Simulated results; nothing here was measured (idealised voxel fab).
voxel local oxidation: a process module
In the cross-section labelled cut, the width is 270 nm and each square cell is 5 nm.
A cross-section is a grid of square cells, given in bands from the top down. A band is one or more rows of cells.
Band entry format. Leading values: height of top, height of bottom, nm. Remainder: materials in left-to-right order, each with its width in nm. Special words: "full width" on a single material, which then fills the band edge to edge; "air", empty space.
Heights from 0 (as-received wafer is one material below). Bottom band endless downward, as "0 nm and below".
Graded width ("30->40"): value in top row of band = first number; value in bottom row = second number; row-to-row change constant.
A step reported as "nothing different" is a step in which no cell of the cross-section changed.
"Sealed void inventory": sealed empty spaces, 8 cells or more, no open way to top, listed width x height at distance, with distance from the left edge and width, height and distance in nm.
Step line, after settings: the simulator's comment on this step.
The line of a step may include "overlay nm". On a step with a mask, this value is how far to the right of its planned place the mask lay. A negative value means the mask lay to the left.
-- Intended process steps
1. RECEIVE with material Si
2. OXIDIZE with depth nm 5
3. CONFORMAL_DEP with material SiN, thk nm 10
4. PATTERN with tone cover, mask id ACTIVE, material resist, width nm 125, thk nm 20, overlay nm 0
5. DIRECTIONAL_ETCH with etch materials SiN, depth nm 10
6. STRIP with etch materials resist
7. SELECTIVE_ETCH with etch materials SiO2, depth nm 5
8. OXIDIZE with depth nm 15
9. STRIP with etch materials SiN
-- What follows covers the first of two wafers; it ran as planned
-- Cross-sectional view of the wafer in its as-received condition, corresponding to the state after step 1
	0 nm and below = Si full width
	Sealed void inventory: none
-- Cross-section: wafer state after step 2
	0 nm to -5 nm = SiO2 full width
	Everything below -5 is unchanged.
-- Cross-section: wafer state after step 3
	10 nm to 0 nm = SiN full width
	Everything below 0 is unchanged.
-- Cross-section: wafer state after step 4
	30 nm to 10 nm = 70 nm air, then 125 nm resist, then 75 nm air
	Everything below 10 is unchanged.
-- Cross-section: wafer state after step 5
	30 nm to 10 nm = 70 nm air, then 125 nm resist, then 75 nm air
	10 nm to 0 nm = 70 nm air, then 125 nm SiN, then 75 nm air
	Everything below 0 is unchanged.
-- Cross-section: wafer state after step 6
	10 nm to 0 nm = 70 nm air, then 125 nm SiN, then 75 nm air
	Everything below 0 is unchanged.
-- Cross-section: wafer state after step 7
	10 nm to 0 nm = 70 nm air, then 125 nm SiN, then 75 nm air
	0 nm to -5 nm = 75 nm air, then 115 nm SiO2, then 80 nm air
	Everything below -5 is unchanged.
-- Cross-section: wafer state after step 8
	10 nm to 0 nm = 70 nm air, then 125 nm SiN, then 75 nm air
	0 nm to -5 nm = 75 nm air, then 115 nm SiO2, then 80 nm air
	-5 nm to -20 nm = 90 nm SiO2, then 85 nm Si, then 95 nm SiO2
	Everything below -20 is unchanged.
-- Cross-section: wafer state after step 9
	0 nm to -5 nm = 75 nm air, then 115 nm SiO2, then 80 nm air
	Everything below -5 is unchanged.
-- Wafer two: like wafer one in start and plan, but with one mistake in execution; identical up to and including step 6
-- Second wafer profile in section, at the moment step 7 of the plan was meant to be complete
	10 nm to 0 nm = 70 nm air, then 125 nm SiN, then 75 nm air
	0 nm to -5 nm = 85 nm air, then 95 nm SiO2, then 90 nm air
	Everything below -5 is unchanged.
-- Second wafer profile in section, at the moment step 8 of the plan was meant to be complete
	10 nm to 0 nm = 70 nm air, then 125 nm SiN, then 75 nm air
	0 nm to -5 nm = 85 nm air, then 95 nm SiO2, then 90 nm air
	-5 nm to -20 nm = 100 nm SiO2, then 65 nm Si, then 105 nm SiO2
	Everything below -20 is unchanged.
-- Second wafer profile in section, at the moment step 9 of the plan was meant to be complete
	0 nm to -5 nm = 85 nm air, then 95 nm SiO2, then 90 nm air
	Everything below -5 is unchanged.
Error vs. plan: the process deviated at step 7: the operation and settings actually run there were SELECTIVE_ETCH with etch materials SiO2, depth nm 15
Final difference in cells, second wafer against first, listed per material as more or fewer: Si -12; SiO2 +8
